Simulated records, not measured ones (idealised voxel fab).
Process module in this document: voxel spacer lines
160 nm wide, 5 nm square cells: that's cross-section cut.
Square cells in a grid make up a cross-section in this document, and the grid is given as bands, listed from the top down, each one or more rows of cells.
For a band, the entry starts with two heights in nm, that of the top and then that of the bottom, and carries on with the band's materials in order from left to right, each alongside its width in nm; the word "everywhere" beside a single material means it fills the band edge to edge, and "blank" means empty space.
Basically, 0 is our baseline, since under it the wafer straight out of the box is all one material. The bottom band has no lower end and keeps on going down, so it looks like "0 down".
With a width like "30->40", each row of cells in the band differs from the next by the same amount, the top row carrying the first number and the bottom row the second.
Take "nothing different" at face value: in the step it is given for, the cross-section changed in none of its cells.
For the entry "Sealed-off cavities", the listed items are empty spaces with no open way to the top whose size is 8 cells or more; each item follows the pattern width x height at distance, where distance is from the left edge and all three are in nm.
Text after the settings on a step's line: the simulator's own remark on that step.
Each step line may optionally specify "overlay nm", which for a step with a mask gives the rightward distance between the mask's planned place and where it lay, a negative value indicating the leftward direction.
# List of planned process steps
step 1: RECEIVE,material Si
step 2: CONFORMAL_DEP,material Al2O3,thk nm 5
step 3: DIRECTIONAL_DEP,material polySi,thk nm 20
step 4: DIRECTIONAL_DEP,material aC,thk nm 20
step 5: PATTERN,tone cover,mask id MANDREL,material resist,width nm 25,pitch nm 80,thk nm 30,overlay nm 0
step 6: DIRECTIONAL_ETCH,etch materials aC,depth nm 20
step 7: STRIP,etch materials resist
step 8: CONFORMAL_DEP,material SiN,thk nm 15
step 9: DIRECTIONAL_ETCH,etch materials SiN,depth nm 15
step 10: STRIP,etch materials aC
step 11: DIRECTIONAL_ETCH,etch materials polySi,depth nm 20
step 12: STRIP,etch materials SiN
# So this is the incoming wafer in cross-section - it's already been through step 1
0 down | Si everywhere
Sealed-off cavities: none
# The first of the two wafers as seen in cross-section once the module was finished; processing followed the plan
25 to 5 | 10 blank, then 15 polySi, then 25 blank, then 15 polySi, then 25 blank, then 15 polySi, then 25 blank, then 15 polySi, then 15 blank
5 to 0 | Al2O3 everywhere
0 down | Si everywhere
Sealed-off cavities: none
# Here's the second of our two wafers sectioned at module end. Same start as the first, same plan, but one mistake got made running it
25 to 5 | 15 blank, then 15 polySi, then 25 blank, then 15 polySi, then 25 blank, then 15 polySi, then 25 blank, then 15 polySi, then 10 blank
5 to 0 | Al2O3 everywhere
0 down | Si everywhere
Sealed-off cavities: none
So what did we get wrong on this run? step 5 ran with different settings than intended, the actual operation and settings being PATTERN,tone cover,mask id MANDREL,material resist,width nm 25,pitch nm 80,thk nm 30,overlay nm 5
Cell counts per material: same on both final wafers. Positions: different.
